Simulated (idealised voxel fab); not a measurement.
process module | voxel self aligned contacts
cross-section cut | 300 nm wide | cells 5 nm
A cross-section is a grid of square cells, given in bands from the top down. A band is one or more rows of cells.
Each band's line starts with the height of the band's top and of its bottom, in nm. Then come its materials from left to right, each with its width in nm. One material with "throughout" fills the band from edge to edge. "air" is empty space.
Height 0 is the level under which the wafer as received is all one material. The lowest band goes on downwards, as in "0 down".
A width such as "30 to 40" changes by the same amount from each row of cells to the next, from the band's top row to its bottom row.
"no change" after a step means that no cell of the cross-section changed.
closed voids: empty space of 8 cells or more with no open way to the top, each as width x height at its distance from the left edge, in nm
after a step's settings: what the simulator itself notes on the step
overlay nm, on a step with a mask: how far to the right of its planned place the mask lay; to the left if negative
plan
1 op RECEIVE | material Si
2 op OXIDIZE | depth nm 5
3 op DIRECTIONAL_DEP | material polySi | thk nm 25
4 op DIRECTIONAL_DEP | material SiN | thk nm 25
5 op MASKED_ETCH | tone cover | mask id GATE | width nm 30 | pitch nm 75 | etch materials SiN | depth nm 25 | overlay nm 0
6 op MASKED_ETCH | tone cover | mask id GATE | width nm 30 | pitch nm 75 | etch materials polySi | depth nm 25 | overlay nm 0
7 op CONFORMAL_DEP | material SiN | thk nm 10
8 op DIRECTIONAL_ETCH | etch materials SiN | depth nm 10
9 op FILL_DEP | material SiO2 | thk nm 15
10 op CMP | height nm 55
11 op PATTERN | tone open | mask id CONTACT | material resist | width nm 55 | pitch nm 75 | thk nm 15 | overlay nm 0
12 op DIRECTIONAL_ETCH | etch materials SiO2 | depth nm 60
13 op STRIP | etch materials resist
14 op CONFORMAL_DEP | material TiN | thk nm 5
15 op FILL_DEP | material W | thk nm 5
16 op CMP | height nm 55
17 op CONFORMAL_DEP | material SiN | thk nm 5
as received, after step 1
  0 down: Si throughout
  closed voids: none
first wafer at the end, as planned
  60 to 55: SiN throughout
  55 to 50: SiO2 85 | TiN 20 | W 15 | TiN 20 | SiO2 20 | TiN 20 | W 15 | TiN 20 | SiO2 85
  50 to 25: SiO2 50 | SiN 50 | TiN 5 | W 15 | TiN 5 | SiN 50 | TiN 5 | W 15 | TiN 5 | SiN 50 | SiO2 50
  25 to 0: SiO2 50 | SiN 10 | polySi 30 | SiN 10 | TiN 5 | W 15 | TiN 5 | SiN 10 | polySi 30 | SiN 10 | TiN 5 | W 15 | TiN 5 | SiN 10 | polySi 30 | SiN 10 | SiO2 50
  0 to -5: SiO2 100 | TiN 25 | SiO2 50 | TiN 25 | SiO2 100
  -5 down: Si throughout
  closed voids: none
second wafer at the end: like start, like plan, one mistake
  60 to 55: SiN throughout
  55 to 50: W 45 | TiN 40 | SiO2 55 | TiN 20 | SiO2 55 | TiN 40 | W 45
  50 to 25: W 45 | TiN 5 | SiN 50 | SiO2 25 | SiN 50 | SiO2 25 | SiN 50 | TiN 5 | W 45
  25 to 0: W 45 | TiN 5 | SiN 10 | polySi 30 | SiN 10 | SiO2 25 | SiN 10 | polySi 30 | SiN 10 | SiO2 25 | SiN 10 | polySi 30 | SiN 10 | TiN 5 | W 45
  0 to -5: TiN 50 | SiO2 200 | TiN 50
  -5 down: Si throughout
  closed voids: none
what went wrong: step 11 ran as: op PATTERN | tone cover | mask id CONTACT | material resist | width nm 55 | pitch nm 75 | thk nm 15 | overlay nm 0
at the end the second wafer has, in cells: 126 fewer of SiO2 | 6 fewer of TiN | 132 more of W
